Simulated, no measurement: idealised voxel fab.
Process module under the name voxel lift off
Section shown: cut. Width: 250 nm. Cell size: 5 nm, square.
Notation: cross-section as square-cell grid; stated in bands, top first, going down; one or more cell rows per band. What a band's entry tells you: where the top is and where the bottom is, as heights in nm, and after that what lies inside, material by material from left to right, each with its width in nm. Empty space is written as the word "blank", and a single material marked with the word "full width" occupies the band from edge to edge. Height is counted from the level 0, under which the received wafer is composed throughout of one material. The lowest of the bands is not closed at the bottom but continues downward, in the notation "0 and below". A width given as "30->40" starts at the first number in the band's top row and ends at the second number in its bottom row, shifting by an equal amount at every step from row to row. "all unchanged" (step): cross-section cells unchanged, all of them. Closed-off voids of 8+ cells (no open route to the top) go in "Completely sealed voids", written width x height at distance from the left edge, in nm. Step line, after settings: the simulator's comment on this step. overlay nm: step with mask; distance mask lay right of planned place; negative value = left of planned place.
## Set out below are the planned steps of the process
- 1: RECEIVE with material Si
- 2: CONFORMAL_DEP with material SiO2, thk nm 15
- 3: PATTERN with tone open, mask id LINES, material resist, width nm 30, pitch nm 55, thk nm 30, overlay nm 0
- 4: DIRECTIONAL_DEP with material Ru, thk nm 15
- 5: STRIP with etch materials resist
- 6: CONFORMAL_DEP with material SiO2, thk nm 10
## The first of two wafers, run as planned
## As received (post step 1): cross-section
0 and below: Si full width
Completely sealed voids: none
## Wafer after step 2 (cross-section)
15 down to 0: SiO2 full width
Anything lower than 0 is untouched.
## Wafer after step 3 (cross-section)
45 down to 15: resist: 80, then blank: 30, then resist: 25, then blank: 30, then resist: 85
Anything lower than 15 is untouched.
## Wafer after step 4 (cross-section)
60 down to 45: Ru: 80, then blank: 30, then Ru: 25, then blank: 30, then Ru: 85
45 down to 30: resist: 80, then blank: 30, then resist: 25, then blank: 30, then resist: 85
30 down to 15: resist: 80, then Ru: 30, then resist: 25, then Ru: 30, then resist: 85
Anything lower than 15 is untouched.
## Wafer after step 5 (cross-section)
30 down to 15: blank: 80, then Ru: 30, then blank: 25, then Ru: 30, then blank: 85
Anything lower than 15 is untouched.
## Wafer after step 6 (cross-section)
40 down to 30: blank: 70, then SiO2: 50, then blank: 5, then SiO2: 50, then blank: 75
30 down to 25: blank: 70, then SiO2: 10, then Ru: 30, then SiO2: 10, then blank: 5, then SiO2: 10, then Ru: 30, then SiO2: 10, then blank: 75
25 down to 15: SiO2: 80, then Ru: 30, then SiO2: 25, then Ru: 30, then SiO2: 85
Anything lower than 15 is untouched.
## Wafer two. Identical start, identical plan. One mistake in execution. Identical history through step 3
## Cross-section of the second wafer at the time by which step 4 should have been completed according to the plan
60 down to 45: SiO2: 80, then blank: 30, then SiO2: 25, then blank: 30, then SiO2: 85
45 down to 30: resist: 80, then blank: 30, then resist: 25, then blank: 30, then resist: 85
30 down to 15: resist: 80, then SiO2: 30, then resist: 25, then SiO2: 30, then resist: 85
Anything lower than 15 is untouched.
## Cross-section of the second wafer at the time by which step 5 should have been completed according to the plan
30 down to 15: blank: 80, then SiO2: 30, then blank: 25, then SiO2: 30, then blank: 85
Anything lower than 15 is untouched.
## Cross-section of the second wafer at the time by which step 6 should have been completed according to the plan
40 down to 25: blank: 70, then SiO2: 50, then blank: 5, then SiO2: 50, then blank: 75
25 down to 0: SiO2 full width
Anything lower than 0 is untouched.
Error vs. plan: step 4 off recipe, ran as DIRECTIONAL_DEP with material SiO2, thk nm 15
Per the end-of-run cell counts, the second wafer holds more or fewer of some materials than the first: -36 Ru, +36 SiO2
